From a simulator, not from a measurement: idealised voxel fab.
Title: Process Module voxel trench capacitor
Square cells of 5 nm make up the cross-section cut, whose width is 225 nm.
Cross-section format: a grid of square cells, given as bands from top to bottom; each band is one or more rows of cells. Within each band entry, the heights of the top and of the bottom of the band appear first, in that order and in nm; the materials of the band then follow from left to right, each with its corresponding width in nm. The designation "everywhere" on a single material indicates that it fills the band from edge to edge; the designation "air" indicates empty space. Convention: height 0 is the level below which the wafer, as received, is all one material. The lowest band does not terminate at the bottom but continues downward, represented as "0 and below". It should be noted that a width expressed as "30 to 40" varies in equal increments from row to row of cells within the band, taking the value of the first number at the top row and that of the second number at the bottom row. Where a step carries "no modification", the cross-section came out of it unchanged, cell for cell. Each empty space that has no open way to the top and spans at least 8 cells appears under "Enclosed void entries" as width x height at distance, the distance counted from the left edge, all in nm. Note: text after step settings on the step line = simulator remark on that step. The line of a step may include "overlay nm". On a step with a mask, this value is how far to the right of its planned place the mask lay. A negative value means the mask lay to the left.

[Below is the list of planned process steps]
1,RECEIVE, material Si
2,CONFORMAL_DEP, material SiN, thk nm 5
3,PATTERN, tone open, mask id TRENCH, material resist, width nm 25, pitch nm 50, thk nm 20, overlay nm 0
4,DIRECTIONAL_ETCH, etch materials SiN, depth nm 5
5,DIRECTIONAL_ETCH, etch materials Si, depth nm 35
6,STRIP, etch materials resist
7,CONFORMAL_DEP, material Al2O3, thk nm 5
8,FILL_DEP, material polySi, thk nm 5
9,CMP, height nm 5

[As-received state of the wafer in cross-section, equivalent to post-step 1]
    0 and below = Si everywhere
    Enclosed void entries: none

[First of two wafers, end-of-module section, run followed plan]
    5 down to 0 = SiN: 50 | Al2O3: 5 | polySi: 15 | Al2O3: 5 | SiN: 25 | Al2O3: 5 | polySi: 15 | Al2O3: 5 | SiN: 25 | Al2O3: 5 | polySi: 15 | Al2O3: 5 | SiN: 50
    0 down to -30 = Si: 50 | Al2O3: 5 | polySi: 15 | Al2O3: 5 | Si: 25 | Al2O3: 5 | polySi: 15 | Al2O3: 5 | Si: 25 | Al2O3: 5 | polySi: 15 | Al2O3: 5 | Si: 50
    -30 down to -35 = Si: 50 | Al2O3: 25 | Si: 25 | Al2O3: 25 | Si: 25 | Al2O3: 25 | Si: 50
    -35 and below = Si everywhere
    Enclosed void entries: none

[Module end: cross-section of wafer two of two. Same start and process plan as the first wafer. One mistake during execution]
    5 down to 0 = SiN: 50 | Al2O3: 5 | polySi: 15 | Al2O3: 5 | SiN: 25 | Al2O3: 5 | polySi: 15 | Al2O3: 5 | SiN: 25 | Al2O3: 5 | polySi: 15 | Al2O3: 5 | SiN: 50
    0 down to -65 = Si: 50 | Al2O3: 5 | polySi: 15 | Al2O3: 5 | Si: 25 | Al2O3: 5 | polySi: 15 | Al2O3: 5 | Si: 25 | Al2O3: 5 | polySi: 15 | Al2O3: 5 | Si: 50
    -65 down to -70 = Si: 50 | Al2O3: 25 | Si: 25 | Al2O3: 25 | Si: 25 | Al2O3: 25 | Si: 50
    -70 and below = Si everywhere
    Enclosed void entries: none
What was done differently from what was planned? heads up, step 5 of the plan got done twice
End of process, cell counts, second wafer against first, materials with more or fewer: Al2O3: 42 more, Si: 105 fewer, polySi: 63 more
